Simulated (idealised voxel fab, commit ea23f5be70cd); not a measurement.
Process module under the name voxel plated lines
cross-section cut | 300 nm wide | cells 5 nm
A cross-section is a grid of square cells, given in bands from the top down. A band is one or more rows of cells.
This entry defines a band. It first specifies the height of the band's top and the height of its bottom in nm, and then specifies the band's materials from left to right, stating each material with its width in nm. The word "edge to edge" identifies a single material that fills the band from edge to edge, while the word "empty" identifies empty space.
A quick word on heights: they are counted from 0, and under that level the wafer as it came to us is one material throughout. The lowest band is different from the rest in having no bottom; it simply continues downward, written as in "0 -> down".
You'd read "30..40" like this: the band's top row of cells is as wide as the first number, its bottom row is as wide as the second, and going down, every row changes width by the same amount as the row before did.
Where the words "no alteration" appear for a step, the cross-section shows no cell changed by that step; every cell remained as before.
Reported under the label "Closed void register" are the empty spaces having no open way to the top and comprising 8 cells or more; the notation for each is width x height at distance, in which the distance is measured from the left edge and all three values are in nm.
If you see something after the settings on a step's line, that's the simulator's own remark about that step.
A step's line can hold "overlay nm"; with a mask on that step, the setting says how far right of the planned place the mask lay, while a negative setting says it lay to the left.

## The following list gives the planned process steps
1 RECEIVE (material Si)
2 CONFORMAL_DEP (material Al2O3; thk nm 5)
3 DIRECTIONAL_DEP (material TiN; thk nm 5)
4 PATTERN (tone open; mask id LINES; material resist; width nm 20; pitch nm 35; thk nm 25; overlay nm 0)
5 EPI (material Ru; thk nm 10)
6 EPI (material Ru; thk nm 10)
7 STRIP (etch materials resist)
8 DIRECTIONAL_ETCH (etch materials TiN; depth nm 5)
9 CONFORMAL_DEP (material SiN; thk nm 5)

## What follows covers the first of two wafers; it ran as planned

## Step 1 complete: cross-section of the wafer as received
0 -> down: Si edge to edge
Closed void register: none

## Step 2 done - wafer cross-section
5 -> 0: Al2O3 edge to edge
Whatever lies below 0 is exactly as it was before.

## Step 3 done - wafer cross-section
10 -> 5: TiN edge to edge
Whatever lies below 5 is exactly as it was before.

## Step 4 done - wafer cross-section
35 -> 10: 85 resist, then 20 empty, then 15 resist, then 20 empty, then 15 resist, then 20 empty, then 15 resist, then 20 empty, then 90 resist
Whatever lies below 10 is exactly as it was before.

## Step 5 done - wafer cross-section
35 -> 20: 85 resist, then 20 empty, then 15 resist, then 20 empty, then 15 resist, then 20 empty, then 15 resist, then 20 empty, then 90 resist
20 -> 10: 85 resist, then 20 Ru, then 15 resist, then 20 Ru, then 15 resist, then 20 Ru, then 15 resist, then 20 Ru, then 90 resist
Whatever lies below 10 is exactly as it was before.

## Step 6 done - wafer cross-section
35 -> 30: 85 resist, then 20 empty, then 15 resist, then 20 empty, then 15 resist, then 20 empty, then 15 resist, then 20 empty, then 90 resist
30 -> 10: 85 resist, then 20 Ru, then 15 resist, then 20 Ru, then 15 resist, then 20 Ru, then 15 resist, then 20 Ru, then 90 resist
Whatever lies below 10 is exactly as it was before.

## Step 7 done - wafer cross-section
30 -> 10: 85 empty, then 20 Ru, then 15 empty, then 20 Ru, then 15 empty, then 20 Ru, then 15 empty, then 20 Ru, then 90 empty
Whatever lies below 10 is exactly as it was before.

## Step 8 done - wafer cross-section
30 -> 10: 85 empty, then 20 Ru, then 15 empty, then 20 Ru, then 15 empty, then 20 Ru, then 15 empty, then 20 Ru, then 90 empty
10 -> 5: 85 empty, then 20 TiN, then 15 empty, then 20 TiN, then 15 empty, then 20 TiN, then 15 empty, then 20 TiN, then 90 empty
Whatever lies below 5 is exactly as it was before.

## Step 9 done - wafer cross-section
35 -> 30: 80 empty, then 30 SiN, then 5 empty, then 30 SiN, then 5 empty, then 30 SiN, then 5 empty, then 30 SiN, then 85 empty
30 -> 10: 80 empty, then 5 SiN, then 20 Ru, then 5 SiN, then 5 empty, then 5 SiN, then 20 Ru, then 5 SiN, then 5 empty, then 5 SiN, then 20 Ru, then 5 SiN, then 5 empty, then 5 SiN, then 20 Ru, then 5 SiN, then 85 empty
10 -> 5: 85 SiN, then 20 TiN, then 15 SiN, then 20 TiN, then 15 SiN, then 20 TiN, then 15 SiN, then 20 TiN, then 90 SiN
Whatever lies below 5 is exactly as it was before.

## Okay, second wafer. Nothing different at the start, nothing different in the plan, just one mistake somewhere in the running. As far as step 4, counting that step, it's the first wafer all over again

## Cross-section of the second wafer when, according to plan, step 6 should have finished
40 -> 35: 80 empty, then 30 Ru, then 5 empty, then 30 Ru, then 5 empty, then 30 Ru, then 5 empty, then 30 Ru, then 85 empty
35 -> 10: 85 resist, then 20 Ru, then 15 resist, then 20 Ru, then 15 resist, then 20 Ru, then 15 resist, then 20 Ru, then 90 resist
Whatever lies below 10 is exactly as it was before.

## Cross-section of the second wafer when, according to plan, step 7 should have finished
40 -> 35: 80 empty, then 30 Ru, then 5 empty, then 30 Ru, then 5 empty, then 30 Ru, then 5 empty, then 30 Ru, then 85 empty
35 -> 10: 85 empty, then 20 Ru, then 15 empty, then 20 Ru, then 15 empty, then 20 Ru, then 15 empty, then 20 Ru, then 90 empty
Whatever lies below 10 is exactly as it was before.

## Cross-section of the second wafer when, according to plan, step 8 should have finished
40 -> 35: 80 empty, then 30 Ru, then 5 empty, then 30 Ru, then 5 empty, then 30 Ru, then 5 empty, then 30 Ru, then 85 empty
35 -> 10: 85 empty, then 20 Ru, then 15 empty, then 20 Ru, then 15 empty, then 20 Ru, then 15 empty, then 20 Ru, then 90 empty
10 -> 5: 80 empty, then 30 TiN, then 5 empty, then 30 TiN, then 5 empty, then 30 TiN, then 5 empty, then 30 TiN, then 85 empty
Whatever lies below 5 is exactly as it was before.

## Cross-section of the second wafer when, according to plan, step 9 should have finished
45 -> 40: 75 empty, then 145 SiN, then 80 empty
40 -> 30: 75 empty, then 5..10 SiN, then 30..20 Ru, then 5..15 SiN, then 30..20 Ru, then 5..15 SiN, then 30..20 Ru, then 5..15 SiN, then 30..20 Ru, then 5..10 SiN, then 80 empty
30 -> 15: 80 empty, then 5 SiN, then 20 Ru, then 5 SiN, then 5 empty, then 5 SiN, then 20 Ru, then 5 SiN, then 5 empty, then 5 SiN, then 20 Ru, then 5 SiN, then 5 empty, then 5 SiN, then 20 Ru, then 5 SiN, then 85 empty
15 -> 10: 75 empty, then 10 SiN, then 20 Ru, then 15 SiN, then 20 Ru, then 15 SiN, then 20 Ru, then 15 SiN, then 20 Ru, then 10 SiN, then 80 empty
10 -> 5: 80 SiN, then 30 TiN, then 5 SiN, then 30 TiN, then 5 SiN, then 30 TiN, then 5 SiN, then 30 TiN, then 85 SiN
Whatever lies below 5 is exactly as it was before.
So what did we get wrong on this run? one of the matching steps 5 and 6 was carried out twice, and there is no way to identify which
Final wafer comparison in cells, second versus first, more or fewer per material: Ru +40 | SiN +20 | TiN +8
